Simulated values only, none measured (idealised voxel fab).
process module | voxel capacitor over wiring
cross-section cut | 220 nm wide | cells 5 nm
A cross-section is a grid of square cells, given in bands from the top down. A band is one or more rows of cells.
Each band's line starts with the height of the band's top and of its bottom, in nm. Then come its materials from left to right, each with its width in nm. One material with "throughout" fills the band from edge to edge. "air" is empty space.
Height 0 is the level under which the wafer as received is all one material. The lowest band goes on downwards, as in "0 down".
A width such as "30 to 40" changes by the same amount from each row of cells to the next, from the band's top row to its bottom row.
"no change" after a step means that no cell of the cross-section changed.
closed voids: empty space of 8 cells or more with no open way to the top, each as width x height at its distance from the left edge, in nm
after a step's settings: what the simulator itself notes on the step
overlay nm, on a step with a mask: how far to the right of its planned place the mask lay; to the left if negative
plan
1 op RECEIVE | material Si
2 op CONFORMAL_DEP | material SiO2 | thk nm 10
3 op CONFORMAL_DEP | material SiN | thk nm 5
4 op DIRECTIONAL_DEP | material SiO2 | thk nm 15
5 op PATTERN | tone open | mask id METAL_1 | material resist | width nm 15 | pitch nm 80 | thk nm 20 | overlay nm 0
6 op DIRECTIONAL_ETCH | etch materials SiO2 | depth nm 15
7 op DIRECTIONAL_ETCH | etch materials SiN | depth nm 5
8 op STRIP | etch materials resist
9 op CONFORMAL_DEP | material TiN | thk nm 5
10 op FILL_DEP | material Ru | thk nm 10
11 op CMP | height nm 30
12 op EPI | material Ru | thk nm 5
13 op FILL_DEP | material SiCN | thk nm 5
14 op DIRECTIONAL_DEP | material lowk | thk nm 20
15 op DIRECTIONAL_DEP | material aC | thk nm 10
16 op PATTERN | tone open | mask id PLUG_1 | material resist | width nm 15 | thk nm 25 | overlay nm 0
17 op DIRECTIONAL_ETCH | etch materials aC | depth nm 10
18 op STRIP | etch materials resist
19 op DIRECTIONAL_ETCH | etch materials lowk | depth nm 20
20 op DIRECTIONAL_ETCH | etch materials SiCN | depth nm 5
21 op STRIP | etch materials aC
22 op EPI | material Ru | thk nm 10
23 op EPI | material Ru | thk nm 10
24 op EPI | material Ru | thk nm 5
25 op DIRECTIONAL_DEP | material TiN | thk nm 5
26 op DIRECTIONAL_DEP | material Al2O3 | thk nm 5
27 op DIRECTIONAL_DEP | material TiN | thk nm 5
28 op DIRECTIONAL_DEP | material aC | thk nm 15
29 op PATTERN | tone cover | mask id UPPER_PLATE | material resist | width nm 65 | thk nm 35 | overlay nm 0
30 op DIRECTIONAL_ETCH | etch materials aC | depth nm 15
31 op STRIP | etch materials resist
32 op DIRECTIONAL_ETCH | etch materials TiN | depth nm 5
33 op DIRECTIONAL_ETCH | etch materials Al2O3 | depth nm 5
34 op STRIP | etch materials aC
35 op DIRECTIONAL_DEP | material aC | thk nm 15
36 op PATTERN | tone cover | mask id LOWER_PLATE | material resist | width nm 75 | thk nm 35 | overlay nm 0
37 op DIRECTIONAL_ETCH | etch materials aC | depth nm 15
38 op STRIP | etch materials resist
39 op DIRECTIONAL_ETCH | etch materials TiN | depth nm 5
40 op STRIP | etch materials aC
41 op FILL_DEP | material SiO2 | thk nm 15
42 op CMP | height nm 85
43 op PATTERN | tone open | mask id PLUG_2 | material resist | width nm 15 | thk nm 15 | overlay nm 0
44 op DIRECTIONAL_ETCH | etch materials SiO2 | depth nm 10
45 op STRIP | etch materials resist
46 op CONFORMAL_DEP | material TiN | thk nm 5
47 op FILL_DEP | material Cu | thk nm 10
48 op CMP | height nm 85
49 op CONFORMAL_DEP | material SiN | thk nm 5
varied across the wafers: width nm of step 5. The plan shows the first wafer's value. All wafers start alike
first wafer as received, after step 1
  0 down: Si throughout
  closed voids: none
each wafer at the end: cells of each material gained (+) or lost (-) since it was received, then its closed voids
width nm 15 | +13 Al2O3 | +1 Cu | +31 Ru | +75 SiCN | +82 SiN | +375 SiO2 | +51 TiN | +164 lowk | closed voids: none
width nm 20 | +13 Al2O3 | +1 Cu | +39 Ru | +73 SiCN | +80 SiN | +369 SiO2 | +53 TiN | +164 lowk | closed voids: none
width nm 25 | +13 Al2O3 | +1 Cu | +47 Ru | +71 SiCN | +78 SiN | +363 SiO2 | +55 TiN | +164 lowk | closed voids: none
width nm 30 | +13 Al2O3 | +1 Cu | +55 Ru | +69 SiCN | +76 SiN | +357 SiO2 | +57 TiN | +164 lowk | closed voids: none
width nm 35 | +13 Al2O3 | +1 Cu | +63 Ru | +67 SiCN | +74 SiN | +351 SiO2 | +59 TiN | +164 lowk | closed voids: none
